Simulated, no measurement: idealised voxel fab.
Proc. module: voxel self aligned contacts
FYI the section here is cut, 270 nm wide, cells are 5 nm squares.
Cross-section = grid of square cells, listed top down in bands; band = one or more rows.
Quick guide to a band line: top height, bottom height (nm) up front; then every material left to right with its width in nm. Only one material and it's marked "edge to edge"? Then it fills the band edge to edge. And "blank" just means empty space.
For the purposes of this specification, 0 denotes the height below which the wafer in its as-received condition is composed wholly of one material, and the lowermost band, lacking a lower limit, extends downward without end, as expressed in "z 0 and below".
Width spec "30..40" -> top row of cells at first value, bottom row at second value, equal per-row change in between.
Where the words "no alterations made" appear for a step, the cross-section shows no cell changed by that step; every cell remained as before.
"Enclosed cavity list" specifies each empty space that is not open to the top and that occupies no fewer than 8 cells, using the form width x height at distance, the distance measured from the left edge and all three quantities in nm.
Where a step's line continues beyond its settings, the continuation is a remark by the simulator itself on that step.
The setting "overlay nm" may be written on the line of a step. When the step uses a mask, the value reports how far to the right of the planned place the mask lay, and a negative value reports that it lay to the left.

PLANNED PROCESS STEPS
| 1 | RECEIVE with material Si |
| 2 | CONFORMAL_DEP with material SiO2, thk nm 5 |
| 3 | DIRECTIONAL_DEP with material polySi, thk nm 25 |
| 4 | DIRECTIONAL_DEP with material SiN, thk nm 25 |
| 5 | MASKED_ETCH with tone cover, mask id GATE, width nm 30, pitch nm 70, etch materials SiN, depth nm 25, overlay nm 0 |
| 6 | MASKED_ETCH with tone cover, mask id GATE, width nm 30, pitch nm 70, etch materials polySi, depth nm 25, overlay nm 0 |
| 7 | CONFORMAL_DEP with material SiN, thk nm 10 |
| 8 | DIRECTIONAL_ETCH with etch materials SiN, depth nm 10 |
| 9 | FILL_DEP with material SiO2, thk nm 15 |
| 10 | CMP with height nm 65 |
| 11 | MASKED_ETCH with tone open, mask id CONTACT, width nm 50, pitch nm 70, etch materials SiO2, depth nm 65, overlay nm 0 |
| 12 | CONFORMAL_DEP with material TiN, thk nm 5 |
| 13 | FILL_DEP with material W, thk nm 5 |
| 14 | CMP with height nm 65 |
| 15 | CONFORMAL_DEP with material SiN, thk nm 5 |

THE FOLLOWING PERTAINS TO THE FIRST OF TWO WAFERS, WHICH WAS PROCESSED AS PLANNED

RECEIVED-STATE CROSS-SECTION, REFLECTING COMPLETION OF STEP 1
> z 0 and below  Si edge to edge
> Enclosed cavity list: none

WAFER XSEC, POST STEP 2
> z 5 to 0  SiO2 edge to edge
> All layers under 0 are left as they were.

WAFER XSEC, POST STEP 3
> z 30 to 5  polySi edge to edge
> All layers under 5 are left as they were.

WAFER XSEC, POST STEP 4
> z 55 to 30  SiN edge to edge
> All layers under 30 are left as they were.

WAFER XSEC, POST STEP 5
> z 55 to 30  blank 50 nm; SiN 30 nm; blank 40 nm; SiN 30 nm; blank 40 nm; SiN 30 nm; blank 50 nm
> All layers under 30 are left as they were.

WAFER XSEC, POST STEP 6
> z 55 to 30  blank 50 nm; SiN 30 nm; blank 40 nm; SiN 30 nm; blank 40 nm; SiN 30 nm; blank 50 nm
> z 30 to 5  blank 50 nm; polySi 30 nm; blank 40 nm; polySi 30 nm; blank 40 nm; polySi 30 nm; blank 50 nm
> All layers under 5 are left as they were.

WAFER XSEC, POST STEP 7
> z 65 to 30  blank 40 nm; SiN 50 nm; blank 20 nm; SiN 50 nm; blank 20 nm; SiN 50 nm; blank 40 nm
> z 30 to 15  blank 40 nm; SiN 10 nm; polySi 30 nm; SiN 10 nm; blank 20 nm; SiN 10 nm; polySi 30 nm; SiN 10 nm; blank 20 nm; SiN 10 nm; polySi 30 nm; SiN 10 nm; blank 40 nm
> z 15 to 5  SiN 50 nm; polySi 30 nm; SiN 40 nm; polySi 30 nm; SiN 40 nm; polySi 30 nm; SiN 50 nm
> All layers under 5 are left as they were.

WAFER XSEC, POST STEP 8
> z 55 to 30  blank 40 nm; SiN 50 nm; blank 20 nm; SiN 50 nm; blank 20 nm; SiN 50 nm; blank 40 nm
> z 30 to 5  blank 40 nm; SiN 10 nm; polySi 30 nm; SiN 10 nm; blank 20 nm; SiN 10 nm; polySi 30 nm; SiN 10 nm; blank 20 nm; SiN 10 nm; polySi 30 nm; SiN 10 nm; blank 40 nm
> All layers under 5 are left as they were.

WAFER XSEC, POST STEP 9
> z 70 to 55  SiO2 edge to edge
> z 55 to 30  SiO2 40 nm; SiN 50 nm; SiO2 20 nm; SiN 50 nm; SiO2 20 nm; SiN 50 nm; SiO2 40 nm
> z 30 to 5  SiO2 40 nm; SiN 10 nm; polySi 30 nm; SiN 10 nm; SiO2 20 nm; SiN 10 nm; polySi 30 nm; SiN 10 nm; SiO2 20 nm; SiN 10 nm; polySi 30 nm; SiN 10 nm; SiO2 40 nm
> All layers under 5 are left as they were.

WAFER XSEC, POST STEP 10
> z 65 to 55  SiO2 edge to edge
> All layers under 55 are left as they were.

WAFER XSEC, POST STEP 11
> z 65 to 55  SiO2 75 nm; blank 50 nm; SiO2 20 nm; blank 50 nm; SiO2 75 nm
> z 55 to 30  SiO2 40 nm; SiN 50 nm; blank 20 nm; SiN 50 nm; blank 20 nm; SiN 50 nm; SiO2 40 nm
> z 30 to 5  SiO2 40 nm; SiN 10 nm; polySi 30 nm; SiN 10 nm; blank 20 nm; SiN 10 nm; polySi 30 nm; SiN 10 nm; blank 20 nm; SiN 10 nm; polySi 30 nm; SiN 10 nm; SiO2 40 nm
> z 5 to 0  SiO2 90 nm; blank 20 nm; SiO2 50 nm; blank 20 nm; SiO2 90 nm
> All layers under 0 are left as they were.

WAFER XSEC, POST STEP 12
> z 70 to 65  TiN 80 nm; blank 40 nm; TiN 30 nm; blank 40 nm; TiN 80 nm
> z 65 to 55  SiO2 75 nm; TiN 5..20 nm; blank 40..10 nm; TiN 5..20 nm; SiO2 20 nm; TiN 5..20 nm; blank 40..10 nm; TiN 5..20 nm; SiO2 75 nm
> z 55 to 30  SiO2 40 nm; SiN 50 nm; TiN 5 nm; blank 10 nm; TiN 5 nm; SiN 50 nm; TiN 5 nm; blank 10 nm; TiN 5 nm; SiN 50 nm; SiO2 40 nm
> z 30 to 5  SiO2 40 nm; SiN 10 nm; polySi 30 nm; SiN 10 nm; TiN 5 nm; blank 10 nm; TiN 5 nm; SiN 10 nm; polySi 30 nm; SiN 10 nm; TiN 5 nm; blank 10 nm; TiN 5 nm; SiN 10 nm; polySi 30 nm; SiN 10 nm; SiO2 40 nm
> z 5 to 0  SiO2 90 nm; TiN 20 nm; SiO2 50 nm; TiN 20 nm; SiO2 90 nm
> All layers under 0 are left as they were.

WAFER XSEC, POST STEP 13
> z 75 to 70  W edge to edge
> z 70 to 65  TiN 80 nm; W 40 nm; TiN 30 nm; W 40 nm; TiN 80 nm
> z 65 to 55  SiO2 75 nm; TiN 5..20 nm; W 40..10 nm; TiN 5..20 nm; SiO2 20 nm; TiN 5..20 nm; W 40..10 nm; TiN 5..20 nm; SiO2 75 nm
> z 55 to 30  SiO2 40 nm; SiN 50 nm; TiN 5 nm; W 10 nm; TiN 5 nm; SiN 50 nm; TiN 5 nm; W 10 nm; TiN 5 nm; SiN 50 nm; SiO2 40 nm
> z 30 to 5  SiO2 40 nm; SiN 10 nm; polySi 30 nm; SiN 10 nm; TiN 5 nm; W 10 nm; TiN 5 nm; SiN 10 nm; polySi 30 nm; SiN 10 nm; TiN 5 nm; W 10 nm; TiN 5 nm; SiN 10 nm; polySi 30 nm; SiN 10 nm; SiO2 40 nm
> All layers under 5 are left as they were.

WAFER XSEC, POST STEP 14
> z 65 to 55  SiO2 75 nm; TiN 5..20 nm; W 40..10 nm; TiN 5..20 nm; SiO2 20 nm; TiN 5..20 nm; W 40..10 nm; TiN 5..20 nm; SiO2 75 nm
> All layers under 55 are left as they were.

WAFER XSEC, POST STEP 15
> z 70 to 65  SiN edge to edge
> All layers under 65 are left as they were.

SECOND WAFER: SAME START AND SAME PLAN AS THE FIRST, ONE EXECUTION ERROR; IDENTICAL TO THE FIRST THROUGH STEP 4

SECOND WAFER, SECTION VIEW, TIME POINT: SCHEDULED END OF STEP 5
> z 55 to 30  blank 55 nm; SiN 25 nm; blank 45 nm; SiN 25 nm; blank 45 nm; SiN 25 nm; blank 50 nm
> All layers under 30 are left as they were.

SECOND WAFER, SECTION VIEW, TIME POINT: SCHEDULED END OF STEP 6
> z 55 to 30  blank 55 nm; SiN 25 nm; blank 45 nm; SiN 25 nm; blank 45 nm; SiN 25 nm; blank 50 nm
> z 30 to 5  blank 50 nm; polySi 30 nm; blank 40 nm; polySi 30 nm; blank 40 nm; polySi 30 nm; blank 50 nm
> All layers under 5 are left as they were.

SECOND WAFER, SECTION VIEW, TIME POINT: SCHEDULED END OF STEP 7
> z 65 to 40  blank 45 nm; SiN 45 nm; blank 25 nm; SiN 45 nm; blank 25 nm; SiN 45 nm; blank 40 nm
> z 40 to 30  blank 40 nm; SiN 50 nm; blank 20 nm; SiN 50 nm; blank 20 nm; SiN 50 nm; blank 40 nm
> z 30 to 15  blank 40 nm; SiN 10 nm; polySi 30 nm; SiN 10 nm; blank 20 nm; SiN 10 nm; polySi 30 nm; SiN 10 nm; blank 20 nm; SiN 10 nm; polySi 30 nm; SiN 10 nm; blank 40 nm
> z 15 to 5  SiN 50 nm; polySi 30 nm; SiN 40 nm; polySi 30 nm; SiN 40 nm; polySi 30 nm; SiN 50 nm
> All layers under 5 are left as they were.

SECOND WAFER, SECTION VIEW, TIME POINT: SCHEDULED END OF STEP 8
> z 55 to 30  blank 45 nm; SiN 45 nm; blank 25 nm; SiN 45 nm; blank 25 nm; SiN 45 nm; blank 40 nm
> z 30 to 5  blank 40 nm; SiN 10 nm; polySi 30 nm; SiN 10 nm; blank 20 nm; SiN 10 nm; polySi 30 nm; SiN 10 nm; blank 20 nm; SiN 10 nm; polySi 30 nm; SiN 10 nm; blank 40 nm
> All layers under 5 are left as they were.

SECOND WAFER, SECTION VIEW, TIME POINT: SCHEDULED END OF STEP 9
> z 70 to 55  SiO2 edge to edge
> z 55 to 30  SiO2 45 nm; SiN 45 nm; SiO2 25 nm; SiN 45 nm; SiO2 25 nm; SiN 45 nm; SiO2 40 nm
> z 30 to 5  SiO2 40 nm; SiN 10 nm; polySi 30 nm; SiN 10 nm; SiO2 20 nm; SiN 10 nm; polySi 30 nm; SiN 10 nm; SiO2 20 nm; SiN 10 nm; polySi 30 nm; SiN 10 nm; SiO2 40 nm
> All layers under 5 are left as they were.

SECOND WAFER, SECTION VIEW, TIME POINT: SCHEDULED END OF STEP 10
> z 65 to 55  SiO2 edge to edge
> All layers under 55 are left as they were.

SECOND WAFER, SECTION VIEW, TIME POINT: SCHEDULED END OF STEP 11
> z 65 to 55  SiO2 75 nm; blank 50 nm; SiO2 20 nm; blank 50 nm; SiO2 75 nm
> z 55 to 30  SiO2 45 nm; SiN 45 nm; blank 25 nm; SiN 45 nm; blank 25 nm; SiN 45 nm; SiO2 40 nm
> z 30 to 5  SiO2 40 nm; SiN 10 nm; polySi 30 nm; SiN 10 nm; blank 20 nm; SiN 10 nm; polySi 30 nm; SiN 10 nm; blank 20 nm; SiN 10 nm; polySi 30 nm; SiN 10 nm; SiO2 40 nm
> z 5 to 0  SiO2 90 nm; blank 20 nm; SiO2 50 nm; blank 20 nm; SiO2 90 nm
> All layers under 0 are left as they were.

SECOND WAFER, SECTION VIEW, TIME POINT: SCHEDULED END OF STEP 12
> z 70 to 65  TiN 80 nm; blank 40 nm; TiN 30 nm; blank 40 nm; TiN 80 nm
> z 65 to 55  SiO2 75 nm; TiN 5..20 nm; blank 40..15 nm; TiN 5..15 nm; SiO2 20 nm; TiN 5..20 nm; blank 40..15 nm; TiN 5..15 nm; SiO2 75 nm
> z 55 to 35  SiO2 45 nm; SiN 45 nm; TiN 5 nm; blank 15 nm; TiN 5 nm; SiN 45 nm; TiN 5 nm; blank 15 nm; TiN 5 nm; SiN 45 nm; SiO2 40 nm
> z 35 to 30  SiO2 45 nm; SiN 45 nm; TiN 5 nm; blank 10 nm; TiN 10 nm; SiN 45 nm; TiN 5 nm; blank 10 nm; TiN 10 nm; SiN 45 nm; SiO2 40 nm
> z 30 to 5  SiO2 40 nm; SiN 10 nm; polySi 30 nm; SiN 10 nm; TiN 5 nm; blank 10 nm; TiN 5 nm; SiN 10 nm; polySi 30 nm; SiN 10 nm; TiN 5 nm; blank 10 nm; TiN 5 nm; SiN 10 nm; polySi 30 nm; SiN 10 nm; SiO2 40 nm
> z 5 to 0  SiO2 90 nm; TiN 20 nm; SiO2 50 nm; TiN 20 nm; SiO2 90 nm
> All layers under 0 are left as they were.

SECOND WAFER, SECTION VIEW, TIME POINT: SCHEDULED END OF STEP 13
> z 75 to 70  W edge to edge
> z 70 to 65  TiN 80 nm; W 40 nm; TiN 30 nm; W 40 nm; TiN 80 nm
> z 65 to 55  SiO2 75 nm; TiN 5..20 nm; W 40..15 nm; TiN 5..15 nm; SiO2 20 nm; TiN 5..20 nm; W 40..15 nm; TiN 5..15 nm; SiO2 75 nm
> z 55 to 35  SiO2 45 nm; SiN 45 nm; TiN 5 nm; W 15 nm; TiN 5 nm; SiN 45 nm; TiN 5 nm; W 15 nm; TiN 5 nm; SiN 45 nm; SiO2 40 nm
> z 35 to 30  SiO2 45 nm; SiN 45 nm; TiN 5 nm; W 10 nm; TiN 10 nm; SiN 45 nm; TiN 5 nm; W 10 nm; TiN 10 nm; SiN 45 nm; SiO2 40 nm
> z 30 to 5  SiO2 40 nm; SiN 10 nm; polySi 30 nm; SiN 10 nm; TiN 5 nm; W 10 nm; TiN 5 nm; SiN 10 nm; polySi 30 nm; SiN 10 nm; TiN 5 nm; W 10 nm; TiN 5 nm; SiN 10 nm; polySi 30 nm; SiN 10 nm; SiO2 40 nm
> All layers under 5 are left as they were.

SECOND WAFER, SECTION VIEW, TIME POINT: SCHEDULED END OF STEP 14
> z 65 to 55  SiO2 75 nm; TiN 5..20 nm; W 40..15 nm; TiN 5..15 nm; SiO2 20 nm; TiN 5..20 nm; W 40..15 nm; TiN 5..15 nm; SiO2 75 nm
> All layers under 55 are left as they were.

SECOND WAFER, SECTION VIEW, TIME POINT: SCHEDULED END OF STEP 15
> z 70 to 65  SiN edge to edge
> All layers under 65 are left as they were.
What was the processing mistake? step 5 ran with different settings than intended, the actual operation and settings being MASKED_ETCH with tone cover, mask id GATE, width nm 25, pitch nm 70, etch materials SiN, depth nm 25, overlay nm 0
The closing comparison, in cells, has the second wafer with more or fewer of some materials than the first: 15 fewer of SiN | 5 more of SiO2 | 10 more of W
